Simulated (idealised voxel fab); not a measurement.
Process module in this document: voxel wiring stack
Pictured: cross-section cut, 215 nm wide, on a grid of 5 nm square cells.
For the purposes of this document, a cross-section shall be understood as a grid of square cells, specified as bands listed in top-to-bottom order, each band consisting of one or more rows of cells. Basically the band line says how high the top is and how high the bottom is, in nm, and then what's in it from left to right, every material with its width in nm. Empty space shows up as "empty", and if a single material carries "full width" it runs the full band edge to edge. Convention: height 0 is the level below which the wafer, as received, is all one material. The lowest band does not terminate at the bottom but continues downward, represented as "0 down". The two numbers in a width such as "30..40" mark its ends across the band: the first belongs to the top row of cells, the second to the bottom row, and from each row to the next the width moves by the same amount. No cell of the cross-section changed in a step that is given as "everything unchanged". Each empty space that has no open way to the top and spans at least 8 cells appears under "Trapped void list" as width x height at distance, the distance counted from the left edge, all in nm. Whatever follows a step's settings on its line is a remark the simulator itself makes about that step. overlay nm: step with mask; distance mask lay right of planned place; negative value = left of planned place.
# Planned step list for the process
1) op RECEIVE | material Si
2) op CONFORMAL_DEP | material SiO2 | thk nm 15
3) op CONFORMAL_DEP | material SiN | thk nm 5
4) op DIRECTIONAL_DEP | material lowk | thk nm 15
5) op MASKED_ETCH | tone open | mask id METAL_1 | width nm 25 | pitch nm 45 | etch materials lowk | depth nm 15 | overlay nm 0
6) op MASKED_ETCH | tone open | mask id METAL_1 | width nm 25 | pitch nm 45 | etch materials SiN | depth nm 5 | overlay nm 0
7) op CONFORMAL_DEP | material TiN | thk nm 5
8) op FILL_DEP | material Cu | thk nm 5
9) op CMP | height nm 35
10) op CONFORMAL_DEP | material SiCN | thk nm 5
11) op DIRECTIONAL_DEP | material SiO2 | thk nm 25
12) op DIRECTIONAL_DEP | material aC | thk nm 10
13) op PATTERN | tone open | mask id METAL_2_HOLES | material resist | width nm 15 | pitch nm 45 | thk nm 25 | overlay nm 0
14) op DIRECTIONAL_ETCH | etch materials aC | depth nm 10
15) op STRIP | etch materials resist
16) op DIRECTIONAL_ETCH | etch materials SiO2 | depth nm 25
17) op STRIP | etch materials aC
18) op MASKED_ETCH | tone open | mask id METAL_2 | width nm 25 | pitch nm 45 | etch materials SiO2 | depth nm 15 | overlay nm 0
19) op MASKED_ETCH | tone open | mask id METAL_2 | width nm 25 | pitch nm 45 | etch materials SiCN | depth nm 5 | overlay nm 0
20) op CONFORMAL_DEP | material TiN | thk nm 5
21) op FILL_DEP | material Ru | thk nm 10
22) op CMP | height nm 65
23) op CONFORMAL_DEP | material SiCN | thk nm 5
24) op DIRECTIONAL_DEP | material SiO2 | thk nm 15
25) op MASKED_ETCH | tone open | mask id PLUG_2 | width nm 15 | etch materials SiO2 | depth nm 15 | overlay nm 0
26) op MASKED_ETCH | tone open | mask id PLUG_2 | width nm 15 | etch materials SiCN | depth nm 5 | overlay nm 0
27) op EPI | material Ru | thk nm 10
28) op EPI | material Ru | thk nm 10
29) op DIRECTIONAL_DEP | material TiN | thk nm 5
30) op DIRECTIONAL_DEP | material Ru | thk nm 20
31) op DIRECTIONAL_DEP | material aC | thk nm 10
32) op PATTERN | tone cover | mask id METAL_3 | material resist | width nm 25 | pitch nm 45 | thk nm 25 | overlay nm 0
33) op DIRECTIONAL_ETCH | etch materials aC | depth nm 10
34) op STRIP | etch materials resist
35) op DIRECTIONAL_ETCH | etch materials Ru | depth nm 20
36) op DIRECTIONAL_ETCH | etch materials TiN | depth nm 5
37) op STRIP | etch materials aC
38) op FILL_DEP | material SiO2 | thk nm 5
39) op CMP | height nm 110
40) op CONFORMAL_DEP | material SiCN | thk nm 5
41) op DIRECTIONAL_DEP | material lowk | thk nm 25
42) op MASKED_ETCH | tone open | mask id METAL_4 | width nm 25 | pitch nm 45 | etch materials lowk | depth nm 15 | overlay nm 0
43) op DIRECTIONAL_DEP | material aC | thk nm 15
44) op PATTERN | tone open | mask id METAL_4_HOLES | material resist | width nm 15 | thk nm 35 | overlay nm 0
45) op DIRECTIONAL_ETCH | etch materials aC | depth nm 15
46) op STRIP | etch materials resist
47) op DIRECTIONAL_ETCH | etch materials lowk | depth nm 10
48) op DIRECTIONAL_ETCH | etch materials SiCN | depth nm 5
49) op STRIP | etch materials aC
50) op CONFORMAL_DEP | material TiN | thk nm 5
51) op FILL_DEP | material Cu | thk nm 10
52) op CMP | height nm 140
53) op CONFORMAL_DEP | material SiCN | thk nm 5
# Cross-section, incoming material, after step 1
* 0 down: Si full width
* Trapped void list: none
# The module was run from the start shown above using the plan shown above, but one mistake was made doing it; the resulting wafer cross-section is below
* 145 to 140: SiCN full width
* 140 to 130: 80..65 nm Cu, 5..20 nm TiN, 10 nm lowk, 5 nm TiN, 10 nm Cu, 5 nm TiN, 25 nm lowk, 5 nm TiN, 70 nm Cu
* 130 to 125: 70 nm TiN, 25 nm lowk, 20 nm TiN, 25 nm lowk, 75 nm TiN
* 125 to 115: lowk full width
* 115 to 110: SiCN full width
* 110 to 90: 70 nm SiO2, 25 nm Ru, 20 nm SiO2, 25 nm Ru, 75 nm SiO2
* 90 to 85: 70 nm SiO2, 25 nm TiN, 20 nm SiO2, 25 nm TiN, 75 nm SiO2
* 85 to 70: 70 nm SiO2, 15 nm Ru, 130 nm SiO2
* 70 to 65: 70 nm SiCN, 15 nm Ru, 130 nm SiCN
* 65 to 55: 70 nm SiO2, 5 nm TiN, 15 nm Ru, 5 nm TiN, 20 nm SiO2, 5 nm TiN, 15 nm Ru, 5 nm TiN, 75 nm SiO2
* 55 to 50: 70 nm SiO2, 5 nm TiN, 5 nm Ru, 15 nm TiN, 20 nm SiO2, 5 nm TiN, 5 nm Ru, 15 nm TiN, 75 nm SiO2
* 50 to 40: 70 nm SiO2, 5 nm TiN, 5 nm Ru, 5 nm TiN, 30 nm SiO2, 5 nm TiN, 5 nm Ru, 5 nm TiN, 85 nm SiO2
* 40 to 35: 70 nm SiCN, 15 nm TiN, 30 nm SiCN, 15 nm TiN, 85 nm SiCN
* 35 to 20: 70 nm lowk, 5 nm TiN, 15 nm Cu, 5 nm TiN, 20 nm lowk, 5 nm TiN, 15 nm Cu, 5 nm TiN, 75 nm lowk
* 20 to 15: 70 nm SiN, 25 nm TiN, 20 nm SiN, 25 nm TiN, 75 nm SiN
* 15 to 0: SiO2 full width
* 0 down: Si full width
* Trapped void list: none
Finding, execution versus plan: rather than as planned, step 42 actually ran as op MASKED_ETCH | tone cover | mask id METAL_4 | width nm 25 | pitch nm 45 | etch materials lowk | depth nm 15 | overlay nm 0
